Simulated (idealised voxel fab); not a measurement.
Process module under the name voxel self aligned contacts
Xsec cut, 270 nm wide, square cell size 5 nm.
For the purposes of this document, a cross-section shall be understood as a grid of square cells, specified as bands listed in top-to-bottom order, each band consisting of one or more rows of cells. Within each band entry, the heights of the top and of the bottom of the band appear first, in that order and in nm; the materials of the band then follow from left to right, each with its corresponding width in nm. The designation "edge to edge" on a single material indicates that it fills the band from edge to edge; the designation "air" indicates empty space. Measure heights from 0. That's the level where, below it, the as-received wafer is all one material. The lowest band is bottomless and extends downward; write it as in "from 0 down". Note: "30 to 40" means the width goes from the first number (top row of the band) to the second number (bottom row) in equal steps per row of cells. Where the words "no modifications" appear for a step, the cross-section shows no cell changed by that step; every cell remained as before. So "Fully closed voids" is basically the list of trapped voids: any empty space of 8 cells or more that can't reach the top through an opening. They're written width x height at distance, the distance being from the left edge, and it's all nm. Where a step's line continues beyond its settings, the continuation is a remark by the simulator itself on that step. overlay nm: on a step with a mask, how far right of its planned place the mask lay; negative means left.
These are the steps we planned for the process
step 1: op RECEIVE | material Si
step 2: op CONFORMAL_DEP | material SiO2 | thk nm 5
step 3: op DIRECTIONAL_DEP | material polySi | thk nm 25
step 4: op DIRECTIONAL_DEP | material SiN | thk nm 25
step 5: op DIRECTIONAL_DEP | material aC | thk nm 10
step 6: op PATTERN | tone cover | mask id GATE | material resist | width nm 30 | pitch nm 75 | thk nm 25 | overlay nm 0
step 7: op DIRECTIONAL_ETCH | etch materials aC | depth nm 10
step 8: op STRIP | etch materials resist
step 9: op DIRECTIONAL_ETCH | etch materials SiN | depth nm 25
step 10: op DIRECTIONAL_ETCH | etch materials polySi | depth nm 25
step 11: op STRIP | etch materials aC
step 12: op CONFORMAL_DEP | material SiN | thk nm 10
step 13: op DIRECTIONAL_ETCH | etch materials SiN | depth nm 10
step 14: op FILL_DEP | material SiO2 | thk nm 10
step 15: op CMP | height nm 60
step 16: op DIRECTIONAL_DEP | material aC | thk nm 10
step 17: op PATTERN | tone open | mask id CONTACT | material resist | width nm 55 | thk nm 30 | overlay nm 0
step 18: op DIRECTIONAL_ETCH | etch materials aC | depth nm 10
step 19: op STRIP | etch materials resist
step 20: op DIRECTIONAL_ETCH | etch materials SiO2 | depth nm 60
step 21: op STRIP | etch materials aC
step 22: op CONFORMAL_DEP | material TiN | thk nm 5
step 23: op FILL_DEP | material W | thk nm 5
step 24: op CMP | height nm 60
step 25: op CONFORMAL_DEP | material SiCN | thk nm 5
First wafer, two in total, run as planned
Incoming wafer in cross-section (state: after step 1)
- from 0 down  Si edge to edge
- Fully closed voids: none
State of the wafer after step 2, shown in cross-section
- from 5 to 0  SiO2 edge to edge
- At heights below 0, the structure remains unaltered.
State of the wafer after step 3, shown in cross-section
- from 30 to 5  polySi edge to edge
- At heights below 5, the structure remains unaltered.
State of the wafer after step 4, shown in cross-section
- from 55 to 30  SiN edge to edge
- At heights below 30, the structure remains unaltered.
State of the wafer after step 5, shown in cross-section
- from 65 to 55  aC edge to edge
- At heights below 55, the structure remains unaltered.
State of the wafer after step 6, shown in cross-section
- from 90 to 65  air: 80; resist: 30; air: 45; resist: 30; air: 85
- At heights below 65, the structure remains unaltered.
State of the wafer after step 7, shown in cross-section
- from 80 to 65  air: 80; resist: 30; air: 45; resist: 30; air: 85
- from 65 to 55  air: 80; aC: 30; air: 45; aC: 30; air: 85
- At heights below 55, the structure remains unaltered.
State of the wafer after step 8, shown in cross-section
- from 65 to 55  air: 80; aC: 30; air: 45; aC: 30; air: 85
- At heights below 55, the structure remains unaltered.
State of the wafer after step 9, shown in cross-section
- from 65 to 55  air: 80; aC: 30; air: 45; aC: 30; air: 85
- from 55 to 30  air: 80; SiN: 30; air: 45; SiN: 30; air: 85
- At heights below 30, the structure remains unaltered.
State of the wafer after step 10, shown in cross-section
- from 65 to 55  air: 80; aC: 30; air: 45; aC: 30; air: 85
- from 55 to 30  air: 80; SiN: 30; air: 45; SiN: 30; air: 85
- from 30 to 5  air: 80; polySi: 30; air: 45; polySi: 30; air: 85
- At heights below 5, the structure remains unaltered.
State of the wafer after step 11, shown in cross-section
- from 55 to 30  air: 80; SiN: 30; air: 45; SiN: 30; air: 85
- At heights below 30, the structure remains unaltered.
State of the wafer after step 12, shown in cross-section
- from 65 to 30  air: 70; SiN: 50; air: 25; SiN: 50; air: 75
- from 30 to 15  air: 70; SiN: 10; polySi: 30; SiN: 10; air: 25; SiN: 10; polySi: 30; SiN: 10; air: 75
- from 15 to 5  SiN: 80; polySi: 30; SiN: 45; polySi: 30; SiN: 85
- At heights below 5, the structure remains unaltered.
State of the wafer after step 13, shown in cross-section
- from 55 to 30  air: 70; SiN: 50; air: 25; SiN: 50; air: 75
- from 30 to 5  air: 70; SiN: 10; polySi: 30; SiN: 10; air: 25; SiN: 10; polySi: 30; SiN: 10; air: 75
- At heights below 5, the structure remains unaltered.
State of the wafer after step 14, shown in cross-section
- from 65 to 55  SiO2 edge to edge
- from 55 to 30  SiO2: 70; SiN: 50; SiO2: 25; SiN: 50; SiO2: 75
- from 30 to 5  SiO2: 70; SiN: 10; polySi: 30; SiN: 10; SiO2: 25; SiN: 10; polySi: 30; SiN: 10; SiO2: 75
- At heights below 5, the structure remains unaltered.
State of the wafer after step 15, shown in cross-section
- from 60 to 55  SiO2 edge to edge
- At heights below 55, the structure remains unaltered.
State of the wafer after step 16, shown in cross-section
- from 70 to 60  aC edge to edge
- At heights below 60, the structure remains unaltered.
State of the wafer after step 17, shown in cross-section
- from 100 to 70  resist: 105; air: 55; resist: 110
- At heights below 70, the structure remains unaltered.
State of the wafer after step 18, shown in cross-section
- from 90 to 70  resist: 105; air: 55; resist: 110
- from 70 to 60  aC: 105; air: 55; aC: 110
- At heights below 60, the structure remains unaltered.
State of the wafer after step 19, shown in cross-section
- from 70 to 60  aC: 105; air: 55; aC: 110
- At heights below 60, the structure remains unaltered.
State of the wafer after step 20, shown in cross-section
- from 70 to 60  aC: 105; air: 55; aC: 110
- from 60 to 55  SiO2: 105; air: 55; SiO2: 110
- from 55 to 30  SiO2: 70; SiN: 50; air: 25; SiN: 50; SiO2: 75
- from 30 to 5  SiO2: 70; SiN: 10; polySi: 30; SiN: 10; air: 25; SiN: 10; polySi: 30; SiN: 10; SiO2: 75
- from 5 to 0  SiO2: 120; air: 25; SiO2: 125
- At heights below 0, the structure remains unaltered.
State of the wafer after step 21, shown in cross-section
- from 60 to 55  SiO2: 105; air: 55; SiO2: 110
- At heights below 55, the structure remains unaltered.
State of the wafer after step 22, shown in cross-section
- from 65 to 60  TiN: 110; air: 45; TiN: 115
- from 60 to 55  SiO2: 105; TiN: 20; air: 15; TiN: 20; SiO2: 110
- from 55 to 30  SiO2: 70; SiN: 50; TiN: 5; air: 15; TiN: 5; SiN: 50; SiO2: 75
- from 30 to 5  SiO2: 70; SiN: 10; polySi: 30; SiN: 10; TiN: 5; air: 15; TiN: 5; SiN: 10; polySi: 30; SiN: 10; SiO2: 75
- from 5 to 0  SiO2: 120; TiN: 25; SiO2: 125
- At heights below 0, the structure remains unaltered.
State of the wafer after step 23, shown in cross-section
- from 70 to 65  W edge to edge
- from 65 to 60  TiN: 110; W: 45; TiN: 115
- from 60 to 55  SiO2: 105; TiN: 20; W: 15; TiN: 20; SiO2: 110
- from 55 to 30  SiO2: 70; SiN: 50; TiN: 5; W: 15; TiN: 5; SiN: 50; SiO2: 75
- from 30 to 5  SiO2: 70; SiN: 10; polySi: 30; SiN: 10; TiN: 5; W: 15; TiN: 5; SiN: 10; polySi: 30; SiN: 10; SiO2: 75
- At heights below 5, the structure remains unaltered.
State of the wafer after step 24, shown in cross-section
- from 60 to 55  SiO2: 105; TiN: 20; W: 15; TiN: 20; SiO2: 110
- At heights below 55, the structure remains unaltered.
State of the wafer after step 25, shown in cross-section
- from 65 to 60  SiCN edge to edge
- At heights below 60, the structure remains unaltered.
Wafer two of two - same starting point, same process plan, one mistake in execution; matches wafer one up to and including step 5
Cross-section of the second wafer when, according to plan, step 6 should have finished
- from 90 to 65  air: 85; resist: 25; air: 50; resist: 25; air: 85
- At heights below 65, the structure remains unaltered.
Cross-section of the second wafer when, according to plan, step 7 should have finished
- from 80 to 65  air: 85; resist: 25; air: 50; resist: 25; air: 85
- from 65 to 55  air: 85; aC: 25; air: 50; aC: 25; air: 85
- At heights below 55, the structure remains unaltered.
Cross-section of the second wafer when, according to plan, step 8 should have finished
- from 65 to 55  air: 85; aC: 25; air: 50; aC: 25; air: 85
- At heights below 55, the structure remains unaltered.
Cross-section of the second wafer when, according to plan, step 9 should have finished
- from 65 to 55  air: 85; aC: 25; air: 50; aC: 25; air: 85
- from 55 to 30  air: 85; SiN: 25; air: 50; SiN: 25; air: 85
- At heights below 30, the structure remains unaltered.
Cross-section of the second wafer when, according to plan, step 10 should have finished
- from 65 to 55  air: 85; aC: 25; air: 50; aC: 25; air: 85
- from 55 to 30  air: 85; SiN: 25; air: 50; SiN: 25; air: 85
- from 30 to 5  air: 85; polySi: 25; air: 50; polySi: 25; air: 85
- At heights below 5, the structure remains unaltered.
Cross-section of the second wafer when, according to plan, step 11 should have finished
- from 55 to 30  air: 85; SiN: 25; air: 50; SiN: 25; air: 85
- At heights below 30, the structure remains unaltered.
Cross-section of the second wafer when, according to plan, step 12 should have finished
- from 65 to 30  air: 75; SiN: 45; air: 30; SiN: 45; air: 75
- from 30 to 15  air: 75; SiN: 10; polySi: 25; SiN: 10; air: 30; SiN: 10; polySi: 25; SiN: 10; air: 75
- from 15 to 5  SiN: 85; polySi: 25; SiN: 50; polySi: 25; SiN: 85
- At heights below 5, the structure remains unaltered.
Cross-section of the second wafer when, according to plan, step 13 should have finished
- from 55 to 30  air: 75; SiN: 45; air: 30; SiN: 45; air: 75
- from 30 to 5  air: 75; SiN: 10; polySi: 25; SiN: 10; air: 30; SiN: 10; polySi: 25; SiN: 10; air: 75
- At heights below 5, the structure remains unaltered.
Cross-section of the second wafer when, according to plan, step 14 should have finished
- from 65 to 55  SiO2 edge to edge
- from 55 to 30  SiO2: 75; SiN: 45; SiO2: 30; SiN: 45; SiO2: 75
- from 30 to 5  SiO2: 75; SiN: 10; polySi: 25; SiN: 10; SiO2: 30; SiN: 10; polySi: 25; SiN: 10; SiO2: 75
- At heights below 5, the structure remains unaltered.
Cross-section of the second wafer when, according to plan, step 15 should have finished
- from 60 to 55  SiO2 edge to edge
- At heights below 55, the structure remains unaltered.
Cross-section of the second wafer when, according to plan, step 16 should have finished
- from 70 to 60  aC edge to edge
- At heights below 60, the structure remains unaltered.
Cross-section of the second wafer when, according to plan, step 17 should have finished
- from 100 to 70  resist: 105; air: 55; resist: 110
- At heights below 70, the structure remains unaltered.
Cross-section of the second wafer when, according to plan, step 18 should have finished
- from 90 to 70  resist: 105; air: 55; resist: 110
- from 70 to 60  aC: 105; air: 55; aC: 110
- At heights below 60, the structure remains unaltered.
Cross-section of the second wafer when, according to plan, step 19 should have finished
- from 70 to 60  aC: 105; air: 55; aC: 110
- At heights below 60, the structure remains unaltered.
Cross-section of the second wafer when, according to plan, step 20 should have finished
- from 70 to 60  aC: 105; air: 55; aC: 110
- from 60 to 55  SiO2: 105; air: 55; SiO2: 110
- from 55 to 30  SiO2: 75; SiN: 45; air: 30; SiN: 45; SiO2: 75
- from 30 to 5  SiO2: 75; SiN: 10; polySi: 25; SiN: 10; air: 30; SiN: 10; polySi: 25; SiN: 10; SiO2: 75
- from 5 to 0  SiO2: 120; air: 30; SiO2: 120
- At heights below 0, the structure remains unaltered.
Cross-section of the second wafer when, according to plan, step 21 should have finished
- from 60 to 55  SiO2: 105; air: 55; SiO2: 110
- At heights below 55, the structure remains unaltered.
Cross-section of the second wafer when, according to plan, step 22 should have finished
- from 65 to 60  TiN: 110; air: 45; TiN: 115
- from 60 to 55  SiO2: 105; TiN: 20; air: 20; TiN: 15; SiO2: 110
- from 55 to 30  SiO2: 75; SiN: 45; TiN: 5; air: 20; TiN: 5; SiN: 45; SiO2: 75
- from 30 to 5  SiO2: 75; SiN: 10; polySi: 25; SiN: 10; TiN: 5; air: 20; TiN: 5; SiN: 10; polySi: 25; SiN: 10; SiO2: 75
- from 5 to 0  SiO2: 120; TiN: 30; SiO2: 120
- At heights below 0, the structure remains unaltered.
Cross-section of the second wafer when, according to plan, step 23 should have finished
- from 70 to 65  W edge to edge
- from 65 to 60  TiN: 110; W: 45; TiN: 115
- from 60 to 55  SiO2: 105; TiN: 20; W: 20; TiN: 15; SiO2: 110
- from 55 to 30  SiO2: 75; SiN: 45; TiN: 5; W: 20; TiN: 5; SiN: 45; SiO2: 75
- from 30 to 5  SiO2: 75; SiN: 10; polySi: 25; SiN: 10; TiN: 5; W: 20; TiN: 5; SiN: 10; polySi: 25; SiN: 10; SiO2: 75
- At heights below 5, the structure remains unaltered.
Cross-section of the second wafer when, according to plan, step 24 should have finished
- from 60 to 55  SiO2: 105; TiN: 20; W: 20; TiN: 15; SiO2: 110
- At heights below 55, the structure remains unaltered.
Cross-section of the second wafer when, according to plan, step 25 should have finished
- from 65 to 60  SiCN edge to edge
- At heights below 60, the structure remains unaltered.
Against the plan, the run slipped here: step 6 did not use the planned setting and instead ran as op PATTERN | tone cover | mask id GATE | material resist | width nm 25 | pitch nm 75 | thk nm 25 | overlay nm 0
Cell-count delta at end, second wafer over first, by material: SiN: 10 fewer | SiO2: 9 more | W: 11 more | polySi: 10 fewer
